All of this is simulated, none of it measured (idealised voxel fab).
process module | voxel wiring stack
cross-section cut | 265 nm wide | cells 5 nm
A cross-section is a grid of square cells, given in bands from the top down. A band is one or more rows of cells.
Each band's line starts with the height of the band's top and of its bottom, in nm. Then come its materials from left to right, each with its width in nm. One material with "throughout" fills the band from edge to edge. "air" is empty space.
Height 0 is the level under which the wafer as received is all one material. The lowest band goes on downwards, as in "0 down".
A width such as "30 to 40" changes by the same amount from each row of cells to the next, from the band's top row to its bottom row.
"no change" after a step means that no cell of the cross-section changed.
closed voids: empty space of 8 cells or more with no open way to the top, each as width x height at its distance from the left edge, in nm
after a step's settings: what the simulator itself notes on the step
overlay nm, on a step with a mask: how far to the right of its planned place the mask lay; to the left if negative
plan
1 op RECEIVE | material Si
2 op CONFORMAL_DEP | material SiO2 | thk nm 15
3 op DIRECTIONAL_DEP | material TiN | thk nm 5
4 op DIRECTIONAL_DEP | material Ru | thk nm 25
5 op MASKED_ETCH | tone cover | mask id METAL_1 | width nm 25 | pitch nm 45 | etch materials Ru | depth nm 25 | overlay nm 0
6 op MASKED_ETCH | tone cover | mask id METAL_1 | width nm 25 | pitch nm 45 | etch materials TiN | depth nm 5 | overlay nm 0
7 op CONFORMAL_DEP | material SiN | thk nm 5
8 op FILL_DEP | material SiO2 | thk nm 5
9 op CMP | height nm 45
10 op CONFORMAL_DEP | material SiCN | thk nm 5
11 op DIRECTIONAL_DEP | material lowk | thk nm 30
12 op MASKED_ETCH | tone open | mask id METAL_2 | width nm 25 | pitch nm 45 | etch materials lowk | depth nm 15 | overlay nm 0
13 op DIRECTIONAL_DEP | material aC | thk nm 10
14 op PATTERN | tone open | mask id METAL_2_HOLES | material resist | width nm 15 | pitch nm 45 | thk nm 30 | overlay nm 0
15 op DIRECTIONAL_ETCH | etch materials aC | depth nm 10
16 op STRIP | etch materials resist
17 op DIRECTIONAL_ETCH | etch materials lowk | depth nm 15
18 op DIRECTIONAL_ETCH | etch materials SiCN | depth nm 5
19 op STRIP | etch materials aC
20 op CONFORMAL_DEP | material TiN | thk nm 5
21 op FILL_DEP | material Cu | thk nm 5
22 op CMP | height nm 80
23 op CONFORMAL_DEP | material SiCN | thk nm 5
24 op DIRECTIONAL_DEP | material SiO2 | thk nm 25
25 op MASKED_ETCH | tone open | mask id METAL_3_HOLES | width nm 15 | pitch nm 45 | etch materials SiO2 | depth nm 25 | overlay nm 0
26 op DIRECTIONAL_DEP | material aC | thk nm 15
27 op PATTERN | tone open | mask id METAL_3 | material resist | width nm 25 | pitch nm 45 | thk nm 35 | overlay nm 0
28 op DIRECTIONAL_ETCH | etch materials aC | depth nm 15
29 op STRIP | etch materials resist
30 op DIRECTIONAL_ETCH | etch materials SiO2 | depth nm 15
31 op DIRECTIONAL_ETCH | etch materials SiCN | depth nm 5
32 op STRIP | etch materials aC
33 op CONFORMAL_DEP | material TiN | thk nm 5
34 op FILL_DEP | material Cu | thk nm 5
35 op CMP | height nm 110
36 op CONFORMAL_DEP | material SiCN | thk nm 5
37 op DIRECTIONAL_DEP | material lowk | thk nm 30
38 op MASKED_ETCH | tone open | mask id METAL_4 | width nm 25 | pitch nm 45 | etch materials lowk | depth nm 20 | overlay nm 0
39 op PATTERN | tone open | mask id METAL_4_HOLES | material resist | width nm 15 | pitch nm 45 | thk nm 15 | overlay nm 0
40 op DIRECTIONAL_ETCH | etch materials lowk | depth nm 10
41 op DIRECTIONAL_ETCH | etch materials SiCN | depth nm 5
42 op STRIP | etch materials resist
43 op CONFORMAL_DEP | material TiN | thk nm 5
44 op FILL_DEP | material Cu | thk nm 10
45 op CMP | height nm 145
46 op CONFORMAL_DEP | material SiN | thk nm 5
as received, after step 1
  0 down: Si throughout
  closed voids: none
a wafer at the end: this start, this plan, one mistake
  150 to 145: SiN throughout
  145 to 130: lowk 75 | TiN 5 | Cu 15 | TiN 5 | lowk 20 | TiN 5 | Cu 15 | TiN 5 | lowk 20 | TiN 5 | Cu 15 | TiN 5 | lowk 75
  130 to 125: lowk 75 | TiN 5 | Cu 5 | TiN 15 | lowk 20 | TiN 5 | Cu 5 | TiN 15 | lowk 20 | TiN 5 | Cu 5 | TiN 15 | lowk 75
  125 to 115: lowk 75 | TiN 5 | Cu 5 | TiN 5 | lowk 30 | TiN 5 | Cu 5 | TiN 5 | lowk 30 | TiN 5 | Cu 5 | TiN 5 | lowk 85
  115 to 110: SiCN 75 | TiN 15 | SiCN 30 | TiN 15 | SiCN 30 | TiN 15 | SiCN 85
  110 to 85: TiN throughout
  85 to 80: SiCN throughout
  80 to 70: lowk 75 | TiN 5 | Cu 15 | TiN 5 | lowk 20 | TiN 5 | Cu 15 | TiN 5 | lowk 20 | TiN 5 | Cu 15 | TiN 5 | lowk 75
  70 to 65: lowk 75 | TiN 5 | Cu 5 | TiN 15 | lowk 20 | TiN 5 | Cu 5 | TiN 15 | lowk 20 | TiN 5 | Cu 5 | TiN 15 | lowk 75
  65 to 50: lowk 75 | TiN 5 | Cu 5 | TiN 5 | lowk 30 | TiN 5 | Cu 5 | TiN 5 | lowk 30 | TiN 5 | Cu 5 | TiN 5 | lowk 85
  50 to 45: SiCN 75 | TiN 15 | SiCN 30 | TiN 15 | SiCN 30 | TiN 15 | SiCN 85
  45 to 20: SiO2 70 | SiN 5 | Ru 25 | SiN 5 | SiO2 10 | SiN 5 | Ru 25 | SiN 5 | SiO2 10 | SiN 5 | Ru 25 | SiN 5 | SiO2 70
  20 to 15: SiN 75 | TiN 25 | SiN 20 | TiN 25 | SiN 20 | TiN 25 | SiN 75
  15 to 0: SiO2 throughout
  0 down: Si throughout
  closed voids: none
what went wrong: step 24 ran as: op DIRECTIONAL_DEP | material TiN | thk nm 25
